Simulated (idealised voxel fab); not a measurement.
process module | voxel gate over fins
cross-section cut | 185 nm wide | cells 5 nm
A cross-section is a grid of square cells, given in bands from the top down. A band is one or more rows of cells.
Each band's line starts with the height of the band's top and of its bottom, in nm. Then come its materials from left to right, each with its width in nm. One material with "throughout" fills the band from edge to edge. "air" is empty space.
Height 0 is the level under which the wafer as received is all one material. The lowest band goes on downwards, as in "0 down".
A width such as "30 to 40" changes by the same amount from each row of cells to the next, from the band's top row to its bottom row.
"no change" after a step means that no cell of the cross-section changed.
closed voids: empty space of 8 cells or more with no open way to the top, each as width x height at its distance from the left edge, in nm
after a step's settings: what the simulator itself notes on the step
overlay nm, on a step with a mask: how far to the right of its planned place the mask lay; to the left if negative
plan
1 op RECEIVE | material Si
2 op CONFORMAL_DEP | material SiN | thk nm 5
3 op PATTERN | tone cover | mask id FINS | material resist | width nm 15 | pitch nm 35 | thk nm 20 | overlay nm 0
4 op DIRECTIONAL_ETCH | etch materials SiN | depth nm 5
5 op DIRECTIONAL_ETCH | etch materials Si | depth nm 30
6 op STRIP | etch materials resist
7 op FILL_DEP | material SiO2 | thk nm 10
8 op CMP | height nm 5
9 op SELECTIVE_ETCH | etch materials SiO2 | depth nm 15
10 op STRIP | etch materials SiN
11 op CONFORMAL_DEP | material HfO2 | thk nm 5
12 op CONFORMAL_DEP | material TiN | thk nm 5
13 op FILL_DEP | material W | thk nm 10
14 op CMP | height nm 15
15 op CONFORMAL_DEP | material SiCN | thk nm 10
varied across the wafers: depth nm of step 5. The plan shows the first wafer's value. All wafers start alike
first wafer as received, after step 1
  0 down: Si throughout
  closed voids: none
each wafer at the end: cells of each material gained (+) or lost (-) since it was received, then its closed voids
depth nm 30 | +49 HfO2 | -168 Si | +74 SiCN | +112 SiO2 | +49 TiN | +69 W | closed voids: none
depth nm 35 | +49 HfO2 | -196 Si | +74 SiCN | +140 SiO2 | +49 TiN | +69 W | closed voids: none
depth nm 40 | +49 HfO2 | -224 Si | +74 SiCN | +168 SiO2 | +49 TiN | +69 W | closed voids: none
depth nm 45 | +49 HfO2 | -252 Si | +74 SiCN | +196 SiO2 | +49 TiN | +69 W | closed voids: none
depth nm 50 | +49 HfO2 | -280 Si | +74 SiCN | +224 SiO2 | +49 TiN | +69 W | closed voids: none
depth nm 55 | +49 HfO2 | -308 Si | +74 SiCN | +252 SiO2 | +49 TiN | +69 W | closed voids: none
